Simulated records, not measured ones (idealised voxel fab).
Herein follows the process module entitled voxel trench capacitor.
Xsec cut, 280 nm wide, square cell size 5 nm.
For the purposes of this document, a cross-section shall be understood as a grid of square cells, specified as bands listed in top-to-bottom order, each band consisting of one or more rows of cells.
Heads up on the band format: heights come first, top then bottom, in nm. After that it's the materials left to right, each with its width in nm. A single material flagged "edge to edge" fills the whole band edge to edge, and "blank" means there's empty space there.
The level at which height equals 0 is the one under which the wafer, as it arrives, is entirely one material. No lower edge exists for the bottom band, which continues downward and is notated as in "0 -> down".
So if you see something like "30..40" for the width, read it as the top row of the band sitting at the first number and the bottom row at the second, with every row in between moving by the same amount as the last.
For the purposes of this document, the phrase "no modifications" attached to a step denotes that no cell within the cross-section was modified by that step.
Closed empty spaces (no open way to the top) of 8 cells or more are what "Cavities, closed" lists, each as width x height at distance from the left edge, nm for all three.
Where a step's line continues beyond its settings, the continuation is a remark by the simulator itself on that step.
On any step carrying a mask, the "overlay nm" setting, if present on the step's line, tells how far right of its planned place the mask lay; negative values point to the left.
So here's the lineup of process steps we planned
1. RECEIVE,material Si
2. CONFORMAL_DEP,material SiN,thk nm 10
3. PATTERN,tone open,mask id TRENCH,material resist,width nm 25,pitch nm 45,thk nm 15,overlay nm 0
4. DIRECTIONAL_ETCH,etch materials SiN,depth nm 10
5. DIRECTIONAL_ETCH,etch materials Si,depth nm 35
6. STRIP,etch materials resist
7. CONFORMAL_DEP,material Al2O3,thk nm 5
8. FILL_DEP,material polySi,thk nm 10
9. CMP,height nm 10
Received-state cross-section, reflecting completion of step 1
* 0 -> down  Si edge to edge
* Cavities, closed: none
Here's the cross-section of the first of our two wafers at the end of the module - it ran as planned
* 10 -> 0  SiN (60)  Al2O3 (5)  polySi (15)  Al2O3 (5)  SiN (20)  Al2O3 (5)  polySi (15)  Al2O3 (5)  SiN (20)  Al2O3 (5)  polySi (15)  Al2O3 (5)  SiN (20)  Al2O3 (5)  polySi (15)  Al2O3 (5)  SiN (60)
* 0 -> -30  Si (60)  Al2O3 (5)  polySi (15)  Al2O3 (5)  Si (20)  Al2O3 (5)  polySi (15)  Al2O3 (5)  Si (20)  Al2O3 (5)  polySi (15)  Al2O3 (5)  Si (20)  Al2O3 (5)  polySi (15)  Al2O3 (5)  Si (60)
* -30 -> -35  Si (60)  Al2O3 (25)  Si (20)  Al2O3 (25)  Si (20)  Al2O3 (25)  Si (20)  Al2O3 (25)  Si (60)
* -35 -> down  Si edge to edge
* Cavities, closed: none
The second wafer, shown in cross-section after the module: started the same way as the first and given the same plan, yet one mistake crept into how it was run
* 10 -> 0  polySi (55)  Al2O3 (5)  SiN (25)  Al2O3 (5)  polySi (10)  Al2O3 (5)  SiN (25)  Al2O3 (5)  polySi (10)  Al2O3 (5)  SiN (25)  Al2O3 (5)  polySi (10)  Al2O3 (5)  SiN (25)  Al2O3 (5)  polySi (55)
* 0 -> -30  polySi (55)  Al2O3 (5)  Si (25)  Al2O3 (5)  polySi (10)  Al2O3 (5)  Si (25)  Al2O3 (5)  polySi (10)  Al2O3 (5)  Si (25)  Al2O3 (5)  polySi (10)  Al2O3 (5)  Si (25)  Al2O3 (5)  polySi (55)
* -30 -> -35  Al2O3 (60)  Si (25)  Al2O3 (20)  Si (25)  Al2O3 (20)  Si (25)  Al2O3 (20)  Si (25)  Al2O3 (60)
* -35 -> down  Si edge to edge
* Cavities, closed: none
What was done differently from what was planned? rather than as planned, step 3 actually ran as PATTERN,tone cover,mask id TRENCH,material resist,width nm 25,pitch nm 45,thk nm 15,overlay nm 0
Final cells, second wafer relative to first, materials higher or lower: Al2O3: 16 more; Si: 112 fewer; SiN: 32 fewer; polySi: 128 more
